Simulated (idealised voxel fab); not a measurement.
Module name: voxel double patterning (process module)
The cross-section shown here is cut; it is 245 nm wide and divided into square cells measuring 5 nm on a side.
We lay out every cross-section as a grid of square cells and spell it out in bands from the top down, where one band means one or more rows of cells. First you get the band's top height and its bottom height, in nm, and then the materials it's made of, left to right, with each width in nm. If you see a single material with "throughout", that one covers the band edge to edge. "blank" is empty space. A quick word on heights: they are counted from 0, and under that level the wafer as it came to us is one material throughout. The lowest band is different from the rest in having no bottom; it simply continues downward, written as in "0 down". A two-number width, for instance "30 to 40", indicates that the width is equal to the first number in the top row of the band and to the second number in the bottom row, and that it changes by a constant amount per row of cells. No cell of the cross-section changed in a step that is given as "nothing altered". Basically, "Fully sealed cavities" tells you about the enclosed voids: empty spaces with no open way to the top, 8 cells or bigger, each written width x height at distance, where distance is from the left edge, all in nm. Read whatever lies past the settings on a step's line as the simulator's own remark about the step. overlay nm: right-of-plan distance of the mask on a masked step; negative values mean left-of-plan.
## Planned step list for the process
1 RECEIVE,material Si
2 CONFORMAL_DEP,material SiO2,thk nm 10
3 DIRECTIONAL_DEP,material W,thk nm 10
4 DIRECTIONAL_DEP,material SiN,thk nm 10
5 DIRECTIONAL_DEP,material aC,thk nm 10
6 PATTERN,tone open,mask id FIRST,material resist,width nm 15,pitch nm 50,thk nm 25,overlay nm 0
7 DIRECTIONAL_ETCH,etch materials aC,depth nm 10
8 STRIP,etch materials resist
9 DIRECTIONAL_ETCH,etch materials SiN,depth nm 10
10 STRIP,etch materials aC
11 MASKED_ETCH,tone open,mask id SECOND,width nm 15,etch materials SiN,depth nm 10,overlay nm 0
12 DIRECTIONAL_ETCH,etch materials W,depth nm 10
13 STRIP,etch materials SiN
## Shown in cross-section is the wafer as received, that is, as it stands after step 1
* 0 down  Si throughout
* Fully sealed cavities: none
## Module complete, cross-section. Starting point and plan per above. One mistake made in running the module
* 20 to 10  blank=90, W=15, blank=35, W=15, blank=90
* 10 to 0  SiO2 throughout
* 0 down  Si throughout
* Fully sealed cavities: none
what went wrong: so step 6 ended up running with a different setting than we planned, it ran as PATTERN,tone cover,mask id FIRST,material resist,width nm 15,pitch nm 50,thk nm 25,overlay nm 0
